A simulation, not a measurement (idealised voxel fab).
process module | voxel wiring stack
cross-section cut | 295 nm wide | cells 5 nm
A cross-section is a grid of square cells, given in bands from the top down. A band is one or more rows of cells.
Each band's line starts with the height of the band's top and of its bottom, in nm. Then come its materials from left to right, each with its width in nm. One material with "throughout" fills the band from edge to edge. "air" is empty space.
Height 0 is the level under which the wafer as received is all one material. The lowest band goes on downwards, as in "0 down".
A width such as "30 to 40" changes by the same amount from each row of cells to the next, from the band's top row to its bottom row.
"no change" after a step means that no cell of the cross-section changed.
closed voids: empty space of 8 cells or more with no open way to the top, each as width x height at its distance from the left edge, in nm
after a step's settings: what the simulator itself notes on the step
overlay nm, on a step with a mask: how far to the right of its planned place the mask lay; to the left if negative
plan
1 op RECEIVE | material Si
2 op CONFORMAL_DEP | material SiO2 | thk nm 15
3 op CONFORMAL_DEP | material SiN | thk nm 5
4 op DIRECTIONAL_DEP | material lowk | thk nm 15
5 op PATTERN | tone open | mask id METAL_1 | material resist | width nm 15 | pitch nm 55 | thk nm 15 | overlay nm 0
6 op DIRECTIONAL_ETCH | etch materials lowk | depth nm 15
7 op DIRECTIONAL_ETCH | etch materials SiN | depth nm 5
8 op STRIP | etch materials resist
9 op CONFORMAL_DEP | material TiN | thk nm 5
10 op FILL_DEP | material Cu | thk nm 10
11 op CMP | height nm 35
12 op CONFORMAL_DEP | material SiCN | thk nm 5
13 op DIRECTIONAL_DEP | material lowk | thk nm 10
14 op PATTERN | tone open | mask id PLUG_1 | material resist | width nm 15 | pitch nm 55 | thk nm 20 | overlay nm 0
15 op DIRECTIONAL_ETCH | etch materials lowk | depth nm 10
16 op DIRECTIONAL_ETCH | etch materials SiCN | depth nm 5
17 op STRIP | etch materials resist
18 op EPI | material Ru | thk nm 10
19 op EPI | material Ru | thk nm 5
20 op CONFORMAL_DEP | material SiCN | thk nm 5
21 op DIRECTIONAL_DEP | material SiO2 | thk nm 25
22 op PATTERN | tone open | mask id METAL_2 | material resist | width nm 25 | pitch nm 55 | thk nm 15 | overlay nm 0
23 op DIRECTIONAL_ETCH | etch materials SiO2 | depth nm 25
24 op DIRECTIONAL_ETCH | etch materials SiCN | depth nm 5
25 op STRIP | etch materials resist
26 op CONFORMAL_DEP | material TiN | thk nm 5
27 op FILL_DEP | material Ru | thk nm 5
28 op CMP | height nm 80
29 op CONFORMAL_DEP | material SiCN | thk nm 5
30 op DIRECTIONAL_DEP | material SiO2 | thk nm 20
31 op MASKED_ETCH | tone open | mask id PLUG_2 | width nm 15 | pitch nm 110 | etch materials SiO2 | depth nm 20 | overlay nm 0
32 op MASKED_ETCH | tone open | mask id PLUG_2 | width nm 15 | pitch nm 110 | etch materials SiCN | depth nm 5 | overlay nm 0
33 op EPI | material Ru | thk nm 10
34 op EPI | material Ru | thk nm 10
35 op EPI | material Ru | thk nm 5
36 op CONFORMAL_DEP | material SiCN | thk nm 5
37 op DIRECTIONAL_DEP | material lowk | thk nm 20
38 op MASKED_ETCH | tone open | mask id METAL_3 | width nm 25 | pitch nm 55 | etch materials lowk | depth nm 20 | overlay nm 0
39 op MASKED_ETCH | tone open | mask id METAL_3 | width nm 25 | pitch nm 55 | etch materials SiCN | depth nm 5 | overlay nm 0
40 op CONFORMAL_DEP | material TiN | thk nm 5
41 op FILL_DEP | material W | thk nm 10
42 op CMP | height nm 130
43 op CONFORMAL_DEP | material SiCN | thk nm 5
44 op DIRECTIONAL_DEP | material SiO2 | thk nm 35
45 op MASKED_ETCH | tone open | mask id METAL_4_HOLES | width nm 15 | pitch nm 55 | etch materials SiO2 | depth nm 35 | overlay nm 0
46 op PATTERN | tone open | mask id METAL_4 | material resist | width nm 25 | pitch nm 55 | thk nm 20 | overlay nm 0
47 op DIRECTIONAL_ETCH | etch materials SiO2 | depth nm 20
48 op DIRECTIONAL_ETCH | etch materials SiCN | depth nm 5
49 op STRIP | etch materials resist
50 op CONFORMAL_DEP | material TiN | thk nm 5
51 op FILL_DEP | material Ru | thk nm 10
52 op CMP | height nm 170
53 op CONFORMAL_DEP | material SiCN | thk nm 5
varied across the wafers: width nm of step 5. The plan shows the first wafer's value. All wafers start alike
first wafer as received, after step 1
  0 down: Si throughout
  closed voids: none
first wafer at the end, after step 53
  175 to 170: SiCN throughout
  170 to 155: SiO2 80 | TiN 5 | Ru 15 | TiN 5 | SiO2 30 | TiN 5 | Ru 15 | TiN 5 | SiO2 30 | TiN 5 | Ru 15 | TiN 5 | SiO2 80
  155 to 150: SiO2 80 | TiN 5 | Ru 5 | TiN 15 | SiO2 30 | TiN 5 | Ru 5 | TiN 15 | SiO2 30 | TiN 5 | Ru 5 | TiN 15 | SiO2 80
  150 to 135: SiO2 80 | TiN 5 | Ru 5 | TiN 5 | SiO2 40 | TiN 5 | Ru 5 | TiN 5 | SiO2 40 | TiN 5 | Ru 5 | TiN 5 | SiO2 90
  135 to 130: SiCN 80 | TiN 15 | SiCN 40 | TiN 15 | SiCN 40 | TiN 15 | SiCN 90
  130 to 110: lowk 80 | TiN 5 | W 15 | TiN 5 | lowk 30 | TiN 5 | W 15 | TiN 5 | lowk 30 | TiN 5 | W 15 | TiN 5 | lowk 80
  110 to 105: SiCN 80 | TiN 25 | SiCN 30 | TiN 25 | SiCN 30 | TiN 25 | SiCN 80
  105 to 85: SiO2 80 | Ru 15 | SiO2 95 | Ru 15 | SiO2 90
  85 to 80: SiCN 80 | Ru 15 | SiCN 95 | Ru 15 | SiCN 90
  80 to 55: SiO2 80 | TiN 5 | Ru 15 | TiN 5 | SiO2 30 | TiN 5 | Ru 15 | TiN 5 | SiO2 30 | TiN 5 | Ru 15 | TiN 5 | SiO2 80
  55 to 50: SiCN 80 | TiN 25 | SiCN 30 | TiN 25 | SiCN 30 | TiN 25 | SiCN 80
  50 to 40: lowk 80 | Ru 15 | lowk 40 | Ru 15 | lowk 40 | Ru 15 | lowk 90
  40 to 35: SiCN 80 | Ru 15 | SiCN 40 | Ru 15 | SiCN 40 | Ru 15 | SiCN 90
  35 to 20: lowk 85 | TiN 5 | Cu 5 | TiN 5 | lowk 40 | TiN 5 | Cu 5 | TiN 5 | lowk 40 | TiN 5 | Cu 5 | TiN 5 | lowk 85
  20 to 15: SiN 85 | TiN 15 | SiN 40 | TiN 15 | SiN 40 | TiN 15 | SiN 85
  15 to 0: SiO2 throughout
  0 down: Si throughout
  closed voids: none
last wafer at the end
  175 to 170: SiCN throughout
  170 to 155: SiO2 80 | TiN 5 | Ru 15 | TiN 5 | SiO2 30 | TiN 5 | Ru 15 | TiN 5 | SiO2 30 | TiN 5 | Ru 15 | TiN 5 | SiO2 80
  155 to 150: SiO2 80 | TiN 5 | Ru 5 | TiN 15 | SiO2 30 | TiN 5 | Ru 5 | TiN 15 | SiO2 30 | TiN 5 | Ru 5 | TiN 15 | SiO2 80
  150 to 135: SiO2 80 | TiN 5 | Ru 5 | TiN 5 | SiO2 40 | TiN 5 | Ru 5 | TiN 5 | SiO2 40 | TiN 5 | Ru 5 | TiN 5 | SiO2 90
  135 to 130: SiCN 80 | TiN 15 | SiCN 40 | TiN 15 | SiCN 40 | TiN 15 | SiCN 90
  130 to 110: lowk 80 | TiN 5 | W 15 | TiN 5 | lowk 30 | TiN 5 | W 15 | TiN 5 | lowk 30 | TiN 5 | W 15 | TiN 5 | lowk 80
  110 to 105: SiCN 80 | TiN 25 | SiCN 30 | TiN 25 | SiCN 30 | TiN 25 | SiCN 80
  105 to 85: SiO2 80 | Ru 15 | SiO2 95 | Ru 15 | SiO2 90
  85 to 80: SiCN 80 | Ru 15 | SiCN 95 | Ru 15 | SiCN 90
  80 to 55: SiO2 80 | TiN 5 | Ru 15 | TiN 5 | SiO2 30 | TiN 5 | Ru 15 | TiN 5 | SiO2 30 | TiN 5 | Ru 15 | TiN 5 | SiO2 80
  55 to 50: SiCN 80 | TiN 25 | SiCN 30 | TiN 25 | SiCN 30 | TiN 25 | SiCN 80
  50 to 40: lowk 80 | Ru 15 | lowk 40 | Ru 15 | lowk 40 | Ru 15 | lowk 90
  40 to 35: SiCN 80 | Ru 15 | SiCN 40 | Ru 15 | SiCN 40 | Ru 15 | SiCN 90
  35 to 20: lowk 75 | TiN 5 | Cu 30 | TiN 5 | lowk 15 | TiN 5 | Cu 30 | TiN 5 | lowk 15 | TiN 5 | Cu 30 | TiN 5 | lowk 70
  20 to 15: SiN 75 | TiN 40 | SiN 15 | TiN 40 | SiN 15 | TiN 40 | SiN 70
  15 to 0: SiO2 throughout
  0 down: Si throughout
  closed voids: none
each wafer at the end: cells of each material gained (+) or lost (-) since it was received, then its closed voids
width nm 15 | +9 Cu | +141 Ru | +300 SiCN | +50 SiN | +935 SiO2 | +168 TiN | +36 W | +426 lowk | closed voids: none
width nm 20 | +18 Cu | +141 Ru | +300 SiCN | +47 SiN | +935 SiO2 | +171 TiN | +36 W | +417 lowk | closed voids: none
width nm 25 | +27 Cu | +141 Ru | +300 SiCN | +44 SiN | +935 SiO2 | +174 TiN | +36 W | +408 lowk | closed voids: none
width nm 30 | +36 Cu | +141 Ru | +300 SiCN | +41 SiN | +935 SiO2 | +177 TiN | +36 W | +399 lowk | closed voids: none
width nm 35 | +45 Cu | +141 Ru | +300 SiCN | +38 SiN | +935 SiO2 | +180 TiN | +36 W | +390 lowk | closed voids: none
width nm 40 | +54 Cu | +141 Ru | +300 SiCN | +35 SiN | +935 SiO2 | +183 TiN | +36 W | +381 lowk | closed voids: none
